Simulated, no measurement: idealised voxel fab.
The following is a process module called voxel local oxidation.
Section shown: cut. Width: 290 nm. Cell size: 5 nm, square.
Notation: cross-section as square-cell grid; stated in bands, top first, going down; one or more cell rows per band. Band: top and bottom heights (nm) first, top before bottom; then materials from left to right, widths in nm. "everywhere" marks a sole material filling the band edge to edge. "empty" denotes empty space. Height reference: 0 = level under which incoming wafer is all one material. Lowest band: no bottom, runs on downward, e.g. "z 0 and below". A width given as "30 to 40" starts at the first number in the band's top row and ends at the second number in its bottom row, shifting by an equal amount at every step from row to row. Given "remains unaltered" for a step, no cell of the cross-section differs between before and after that step. "Closed void register": empty spaces of 8 cells or more with no open way to the top, each given as width x height at distance, distance from the left edge, all in nm. Note: text after step settings on the step line = simulator remark on that step. On any step carrying a mask, the "overlay nm" setting, if present on the step's line, tells how far right of its planned place the mask lay; negative values point to the left.

These are the steps we planned for the process:
1. RECEIVE (material Si)
2. OXIDIZE (depth nm 5)
3. CONFORMAL_DEP (material SiN; thk nm 15)
4. DIRECTIONAL_DEP (material aC; thk nm 15)
5. PATTERN (tone cover; mask id ACTIVE; material resist; width nm 110; thk nm 35; overlay nm 0)
6. DIRECTIONAL_ETCH (etch materials aC; depth nm 15)
7. STRIP (etch materials resist)
8. DIRECTIONAL_ETCH (etch materials SiN; depth nm 15)
9. STRIP (etch materials aC)
10. SELECTIVE_ETCH (etch materials SiO2; depth nm 5)
11. OXIDIZE (depth nm 15)
12. STRIP (etch materials SiN)

First out of two wafers; run went to plan:

This is the cross-section of the wafer as we received it, i.e. after step 1:
	z 0 and below | Si everywhere
	Closed void register: none

Cross-sectional representation of the wafer at the conclusion of step 2:
	z 0 to -5 | SiO2 everywhere
	At heights below -5, the structure remains unaltered.

Cross-sectional representation of the wafer at the conclusion of step 3:
	z 15 to 0 | SiN everywhere
	At heights below 0, the structure remains unaltered.

Cross-sectional representation of the wafer at the conclusion of step 4:
	z 30 to 15 | aC everywhere
	At heights below 15, the structure remains unaltered.

Cross-sectional representation of the wafer at the conclusion of step 5:
	z 65 to 30 | empty 90 nm  resist 110 nm  empty 90 nm
	At heights below 30, the structure remains unaltered.

Cross-sectional representation of the wafer at the conclusion of step 6:
	z 50 to 30 | empty 90 nm  resist 110 nm  empty 90 nm
	z 30 to 15 | empty 90 nm  aC 110 nm  empty 90 nm
	At heights below 15, the structure remains unaltered.

Cross-sectional representation of the wafer at the conclusion of step 7:
	z 30 to 15 | empty 90 nm  aC 110 nm  empty 90 nm
	At heights below 15, the structure remains unaltered.

Cross-sectional representation of the wafer at the conclusion of step 8:
	z 30 to 15 | empty 90 nm  aC 110 nm  empty 90 nm
	z 15 to 0 | empty 90 nm  SiN 110 nm  empty 90 nm
	At heights below 0, the structure remains unaltered.

Cross-sectional representation of the wafer at the conclusion of step 9:
	z 15 to 0 | empty 90 nm  SiN 110 nm  empty 90 nm
	At heights below 0, the structure remains unaltered.

Cross-sectional representation of the wafer at the conclusion of step 10:
	z 15 to 0 | empty 90 nm  SiN 110 nm  empty 90 nm
	z 0 to -5 | empty 95 nm  SiO2 100 nm  empty 95 nm
	At heights below -5, the structure remains unaltered.

Cross-sectional representation of the wafer at the conclusion of step 11:
	z 15 to 0 | empty 90 nm  SiN 110 nm  empty 90 nm
	z 0 to -5 | empty 95 nm  SiO2 100 nm  empty 95 nm
	z -5 to -20 | SiO2 110 nm  Si 70 nm  SiO2 110 nm
	At heights below -20, the structure remains unaltered.

Cross-sectional representation of the wafer at the conclusion of step 12:
	z 0 to -5 | empty 95 nm  SiO2 100 nm  empty 95 nm
	At heights below -5, the structure remains unaltered.

The remaining wafer, second of the two, started like the first and was run to the same plan, except that one mistake was made along the way; the two coincide through step 7, inclusive:

Second wafer, section view, time point: scheduled end of step 8:
	z 30 to 15 | empty 90 nm  aC 110 nm  empty 90 nm
	z 15 to 0 | empty 90 nm  SiN 110 nm  empty 90 nm
	At heights below 0, the structure remains unaltered.

Second wafer, section view, time point: scheduled end of step 9:
	z 15 to 0 | empty 90 nm  SiN 110 nm  empty 90 nm
	At heights below 0, the structure remains unaltered.

Second wafer, section view, time point: scheduled end of step 10:
	z 15 to 0 | empty 90 nm  SiN 110 nm  empty 90 nm
	z 0 to -5 | empty 95 nm  SiO2 100 nm  empty 95 nm
	At heights below -5, the structure remains unaltered.

Second wafer, section view, time point: scheduled end of step 11:
	z 15 to 0 | empty 90 nm  SiN 110 nm  empty 90 nm
	z 0 to -5 | empty 95 nm  SiO2 100 nm  empty 95 nm
	z -5 to -20 | SiO2 110 nm  Si 70 nm  SiO2 110 nm
	At heights below -20, the structure remains unaltered.

Second wafer, section view, time point: scheduled end of step 12:
	z 0 to -5 | empty 95 nm  SiO2 100 nm  empty 95 nm
	At heights below -5, the structure remains unaltered.
The mistake made against the process plan was this: regarding the plan, step 8 was run twice
The mistake has no effect on what this model computes, because the two wafers end with the same cross-section.
